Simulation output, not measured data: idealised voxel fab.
This section sets out a process module, namely voxel transistor to metal.
cross-section cut | 175 nm wide | cells 5 nm
Notation: cross-section as square-cell grid; stated in bands, top first, going down; one or more cell rows per band.
Band entry format. Leading values: height of top, height of bottom, nm. Remainder: materials in left-to-right order, each with its width in nm. Special words: "all across" on a single material, which then fills the band edge to edge; "air", empty space.
Below 0: as-received wafer, all one material; heights counted from there. Lowest band: no bottom, goes on down, written "0 down".
Graded width ("30..40"): value in top row of band = first number; value in bottom row = second number; row-to-row change constant.
Take "changes: none" at face value: in the step it is given for, the cross-section changed in none of its cells.
Closed void listing: empty space of 8 cells or more with no open way to the top, each as width x height at its distance from the left edge, in nm
Text after the settings on a step's line: the simulator's own remark on that step.
overlay nm: mask offset rightward from planned place, masked step; negative means leftward offset.

**Set out below are the planned steps of the process**
1 RECEIVE,material Si
2 OXIDIZE,depth nm 5
3 CONFORMAL_DEP,material SiN,thk nm 10
4 DIRECTIONAL_DEP,material aC,thk nm 15
5 PATTERN,tone cover,mask id ACTIVE,material resist,width nm 115,thk nm 35,overlay nm 0
6 DIRECTIONAL_ETCH,etch materials aC,depth nm 15
7 STRIP,etch materials resist
8 DIRECTIONAL_ETCH,etch materials SiN,depth nm 10
9 DIRECTIONAL_ETCH,etch materials SiO2,depth nm 5
10 DIRECTIONAL_ETCH,etch materials Si,depth nm 20
11 STRIP,etch materials aC
12 OXIDIZE,depth nm 5
13 FILL_DEP,material SiO2,thk nm 5
14 CMP,height nm 10
15 SELECTIVE_ETCH,etch materials SiO2,depth nm 10
16 STRIP,etch materials SiN
17 SELECTIVE_ETCH,etch materials SiO2,depth nm 5
18 OXIDIZE,depth nm 5
19 DIRECTIONAL_DEP,material polySi,thk nm 30
20 DIRECTIONAL_DEP,material SiCN,thk nm 10
21 PATTERN,tone cover,mask id GATE,material resist,width nm 25,thk nm 15,overlay nm 0
22 DIRECTIONAL_ETCH,etch materials SiCN,depth nm 20
23 DIRECTIONAL_ETCH,etch materials polySi,depth nm 40
24 STRIP,etch materials resist
25 CONFORMAL_DEP,material SiO2,thk nm 5
26 DIRECTIONAL_ETCH,etch materials SiO2,depth nm 5
27 CONFORMAL_DEP,material SiN,thk nm 10
28 DIRECTIONAL_ETCH,etch materials SiN,depth nm 10
29 DIRECTIONAL_ETCH,etch materials SiO2,depth nm 5
30 DIRECTIONAL_ETCH,etch materials Si,depth nm 5
31 EPI,material pSi,thk nm 5
32 FILL_DEP,material SiO2,thk nm 5
33 CMP,height nm 25
34 STRIP,etch materials polySi
35 SELECTIVE_ETCH,etch materials SiO2,depth nm 5
36 CONFORMAL_DEP,material HfO2,thk nm 5
37 CONFORMAL_DEP,material TiN,thk nm 5
38 FILL_DEP,material W,thk nm 5
39 CMP,height nm 20
40 DIRECTIONAL_DEP,material SiO2,thk nm 10
41 MASKED_ETCH,tone open,mask id CONTACT,width nm 20,pitch nm 75,etch materials SiO2,depth nm 40,overlay nm 0
42 CONFORMAL_DEP,material TiN,thk nm 5
43 FILL_DEP,material W,thk nm 5
44 CMP,height nm 30
45 CONFORMAL_DEP,material SiCN,thk nm 5
46 DIRECTIONAL_DEP,material lowk,thk nm 25
47 PATTERN,tone open,mask id METAL_1,material resist,width nm 20,pitch nm 75,thk nm 20,overlay nm 0
48 DIRECTIONAL_ETCH,etch materials lowk,depth nm 25
49 DIRECTIONAL_ETCH,etch materials SiCN,depth nm 5
50 STRIP,etch materials resist
51 CONFORMAL_DEP,material TiN,thk nm 5
52 FILL_DEP,material W,thk nm 5
53 CMP,height nm 60
54 EPI,material Ru,thk nm 5
55 FILL_DEP,material SiCN,thk nm 5
56 DIRECTIONAL_DEP,material lowk,thk nm 25
57 PATTERN,tone open,mask id METAL_2,material resist,width nm 20,pitch nm 75,thk nm 15,overlay nm 0
58 DIRECTIONAL_ETCH,etch materials lowk,depth nm 15
59 STRIP,etch materials resist
60 PATTERN,tone open,mask id METAL_2_HOLES,material resist,width nm 15,pitch nm 75,thk nm 15,overlay nm 0
61 DIRECTIONAL_ETCH,etch materials lowk,depth nm 10
62 DIRECTIONAL_ETCH,etch materials SiCN,depth nm 5
63 STRIP,etch materials resist
64 CONFORMAL_DEP,material TiN,thk nm 5
65 FILL_DEP,material Cu,thk nm 5
66 CMP,height nm 95
67 CONFORMAL_DEP,material SiN,thk nm 5

**Wafer as received: cross-section following step 1**
0 down  Si all across
Closed void listing: none

**This is how the wafer looks in cross-section once the module is done, given the starting state and plan above and one mistake in carrying the plan out**
100 to 95  SiN all across
95 to 85  40 nm lowk | 5 nm TiN | 10..5 nm Cu | 5..10 nm TiN | 55 nm lowk | 5 nm TiN | 10..5 nm Cu | 5..10 nm TiN | 40 nm lowk
85 to 75  40 nm lowk | 5 nm TiN | 5 nm Cu | 5 nm TiN | 60 nm lowk | 5 nm TiN | 5 nm Cu | 5 nm TiN | 45 nm lowk
75 to 70  40 nm SiCN | 15 nm TiN | 60 nm SiCN | 15 nm TiN | 45 nm SiCN
70 to 65  Ru all across
65 to 60  45 nm TiN | 10 nm W | 65 nm TiN | 10 nm W | 45 nm TiN
60 to 35  40 nm lowk | 5 nm TiN | 10 nm W | 5 nm TiN | 55 nm lowk | 5 nm TiN | 10 nm W | 5 nm TiN | 40 nm lowk
35 to 30  40 nm SiCN | 20 nm TiN | 55 nm SiCN | 20 nm TiN | 40 nm SiCN
30 to 20  40 nm SiO2 | 5 nm TiN | 10 nm W | 5 nm TiN | 55 nm SiO2 | 5 nm TiN | 10 nm W | 5 nm TiN | 40 nm SiO2
20 to 0  40 nm SiO2 | 5 nm TiN | 10 nm W | 5 nm TiN | 10 nm SiN | 5 nm HfO2 | 5 nm TiN | 15 nm W | 5 nm TiN | 5 nm HfO2 | 10 nm SiN | 5 nm TiN | 10 nm W | 5 nm TiN | 40 nm SiO2
0 to -5  40 nm SiO2 | 5 nm TiN | 5 nm W | 10 nm TiN | 10 nm SiN | 5 nm HfO2 | 25 nm TiN | 5 nm HfO2 | 10 nm SiN | 10 nm TiN | 5 nm W | 5 nm TiN | 40 nm SiO2
-5 to -10  40 nm SiO2 | 15 nm TiN | 5 nm pSi | 10 nm SiO2 | 35 nm HfO2 | 10 nm SiO2 | 5 nm pSi | 15 nm TiN | 40 nm SiO2
-10 to -15  35 nm SiO2 | 25 nm pSi | 55 nm Si | 25 nm pSi | 35 nm SiO2
-15 to -30  35 nm SiO2 | 105 nm Si | 35 nm SiO2
-30 down  Si all across
Closed void listing: none
In executing the process, a mistake was made relative to the plan: step 53 ran with different settings than intended, the actual operation and settings being CMP,height nm 65
